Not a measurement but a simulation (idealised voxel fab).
The following process module bears the name voxel self aligned contacts.
Displayed cross-section: cut, width of 170 nm, square cells sized 5 nm.
Reading order for cross-sections: top band down to bottom band. Underlying form: a grid of square cells. Band size: one or more rows of cells.
What a band's entry tells you: where the top is and where the bottom is, as heights in nm, and after that what lies inside, material by material from left to right, each with its width in nm. Empty space is written as the word "blank", and a single material marked with the word "all across" occupies the band from edge to edge.
Counting heights begins at 0, where everything beneath is, in the wafer as received, one material. The lowest band has no bottom; it goes on downwards, as "from 0 down" shows.
Width spec "30->40" -> top row of cells at first value, bottom row at second value, equal per-row change in between.
The designation "everything unchanged", where it is given for a processing step, indicates that no cell of the cross-section was altered in the course of that step.
Look at "Enclosed void list" for the closed voids: empty spaces with no open path to the top, sized 8 cells or up. Each is width x height at distance, distance from the left edge, all nm.
Formally, on a step line, whatever follows the settings is a remark that the simulator itself makes on the step.
A step's line can hold "overlay nm"; with a mask on that step, the setting says how far right of the planned place the mask lay, while a negative setting says it lay to the left.

-- The following list gives the planned process steps
| 1 | RECEIVE [material Si] |
| 2 | OXIDIZE [depth nm 5] |
| 3 | DIRECTIONAL_DEP [material polySi] [thk nm 30] |
| 4 | DIRECTIONAL_DEP [material SiN] [thk nm 20] |
| 5 | PATTERN [tone cover] [mask id GATE] [material resist] [width nm 25] [pitch nm 50] [thk nm 20] [overlay nm 0] |
| 6 | DIRECTIONAL_ETCH [etch materials SiN] [depth nm 20] |
| 7 | DIRECTIONAL_ETCH [etch materials polySi] [depth nm 30] |
| 8 | STRIP [etch materials resist] |
| 9 | CONFORMAL_DEP [material SiN] [thk nm 5] |
| 10 | DIRECTIONAL_ETCH [etch materials SiN] [depth nm 5] |
| 11 | FILL_DEP [material SiO2] [thk nm 15] |
| 12 | CMP [height nm 55] |
| 13 | MASKED_ETCH [tone open] [mask id CONTACT] [width nm 35] [etch materials SiO2] [depth nm 60] [overlay nm 0] |
| 14 | CONFORMAL_DEP [material TiN] [thk nm 5] |
| 15 | FILL_DEP [material W] [thk nm 10] |
| 16 | CMP [height nm 55] |
| 17 | CONFORMAL_DEP [material SiCN] [thk nm 5] |

-- The first of the two wafers, which ran as planned

-- Wafer as received: cross-section following step 1
from 0 down  Si all across
Enclosed void list: none

-- The wafer in cross-section once step 2 is complete
from 0 to -5  SiO2 all across
All layers under -5 are left as they were.

-- The wafer in cross-section once step 3 is complete
from 30 to 0  polySi all across
All layers under 0 are left as they were.

-- The wafer in cross-section once step 4 is complete
from 50 to 30  SiN all across
All layers under 30 are left as they were.

-- The wafer in cross-section once step 5 is complete
from 70 to 50  blank: 45 | resist: 25 | blank: 25 | resist: 25 | blank: 50
All layers under 50 are left as they were.

-- The wafer in cross-section once step 6 is complete
from 70 to 50  blank: 45 | resist: 25 | blank: 25 | resist: 25 | blank: 50
from 50 to 30  blank: 45 | SiN: 25 | blank: 25 | SiN: 25 | blank: 50
All layers under 30 are left as they were.

-- The wafer in cross-section once step 7 is complete
from 70 to 50  blank: 45 | resist: 25 | blank: 25 | resist: 25 | blank: 50
from 50 to 30  blank: 45 | SiN: 25 | blank: 25 | SiN: 25 | blank: 50
from 30 to 0  blank: 45 | polySi: 25 | blank: 25 | polySi: 25 | blank: 50
All layers under 0 are left as they were.

-- The wafer in cross-section once step 8 is complete
from 50 to 30  blank: 45 | SiN: 25 | blank: 25 | SiN: 25 | blank: 50
All layers under 30 are left as they were.

-- The wafer in cross-section once step 9 is complete
from 55 to 30  blank: 40 | SiN: 35 | blank: 15 | SiN: 35 | blank: 45
from 30 to 5  blank: 40 | SiN: 5 | polySi: 25 | SiN: 5 | blank: 15 | SiN: 5 | polySi: 25 | SiN: 5 | blank: 45
from 5 to 0  SiN: 45 | polySi: 25 | SiN: 25 | polySi: 25 | SiN: 50
All layers under 0 are left as they were.

-- The wafer in cross-section once step 10 is complete
from 50 to 30  blank: 40 | SiN: 35 | blank: 15 | SiN: 35 | blank: 45
from 30 to 0  blank: 40 | SiN: 5 | polySi: 25 | SiN: 5 | blank: 15 | SiN: 5 | polySi: 25 | SiN: 5 | blank: 45
All layers under 0 are left as they were.

-- The wafer in cross-section once step 11 is complete
from 65 to 50  SiO2 all across
from 50 to 30  SiO2: 40 | SiN: 35 | SiO2: 15 | SiN: 35 | SiO2: 45
from 30 to 0  SiO2: 40 | SiN: 5 | polySi: 25 | SiN: 5 | SiO2: 15 | SiN: 5 | polySi: 25 | SiN: 5 | SiO2: 45
All layers under 0 are left as they were.

-- The wafer in cross-section once step 12 is complete
from 55 to 50  SiO2 all across
All layers under 50 are left as they were.

-- The wafer in cross-section once step 13 is complete
from 55 to 50  SiO2: 65 | blank: 35 | SiO2: 70
from 50 to 30  SiO2: 40 | SiN: 35 | blank: 15 | SiN: 35 | SiO2: 45
from 30 to 0  SiO2: 40 | SiN: 5 | polySi: 25 | SiN: 5 | blank: 15 | SiN: 5 | polySi: 25 | SiN: 5 | SiO2: 45
from 0 to -5  SiO2: 75 | blank: 15 | SiO2: 80
All layers under -5 are left as they were.

-- The wafer in cross-section once step 14 is complete
from 60 to 55  TiN: 70 | blank: 25 | TiN: 75
from 55 to 50  SiO2: 65 | TiN: 15 | blank: 5 | TiN: 15 | SiO2: 70
from 50 to 30  SiO2: 40 | SiN: 35 | TiN: 5 | blank: 5 | TiN: 5 | SiN: 35 | SiO2: 45
from 30 to 0  SiO2: 40 | SiN: 5 | polySi: 25 | SiN: 5 | TiN: 5 | blank: 5 | TiN: 5 | SiN: 5 | polySi: 25 | SiN: 5 | SiO2: 45
from 0 to -5  SiO2: 75 | TiN: 15 | SiO2: 80
All layers under -5 are left as they were.

-- The wafer in cross-section once step 15 is complete
from 70 to 60  W all across
from 60 to 55  TiN: 70 | W: 25 | TiN: 75
from 55 to 50  SiO2: 65 | TiN: 15 | W: 5 | TiN: 15 | SiO2: 70
from 50 to 30  SiO2: 40 | SiN: 35 | TiN: 5 | W: 5 | TiN: 5 | SiN: 35 | SiO2: 45
from 30 to 0  SiO2: 40 | SiN: 5 | polySi: 25 | SiN: 5 | TiN: 5 | W: 5 | TiN: 5 | SiN: 5 | polySi: 25 | SiN: 5 | SiO2: 45
All layers under 0 are left as they were.

-- The wafer in cross-section once step 16 is complete
from 55 to 50  SiO2: 65 | TiN: 15 | W: 5 | TiN: 15 | SiO2: 70
All layers under 50 are left as they were.

-- The wafer in cross-section once step 17 is complete
from 60 to 55  SiCN all across
All layers under 55 are left as they were.

-- Wafer two. Same start, same plan, one slip in execution. Same as wafer one through step 16, inclusive

-- At the planned end of step 17, the second wafer in cross-section
from 60 to 55  TiN all across
All layers under 55 are left as they were.
The mistake made against the process plan was this: step 17 changed vs plan, executed as CONFORMAL_DEP [material TiN] [thk nm 5]
Final wafer comparison in cells, second versus first, more or fewer per material: 34 fewer of SiCN, 34 more of TiN
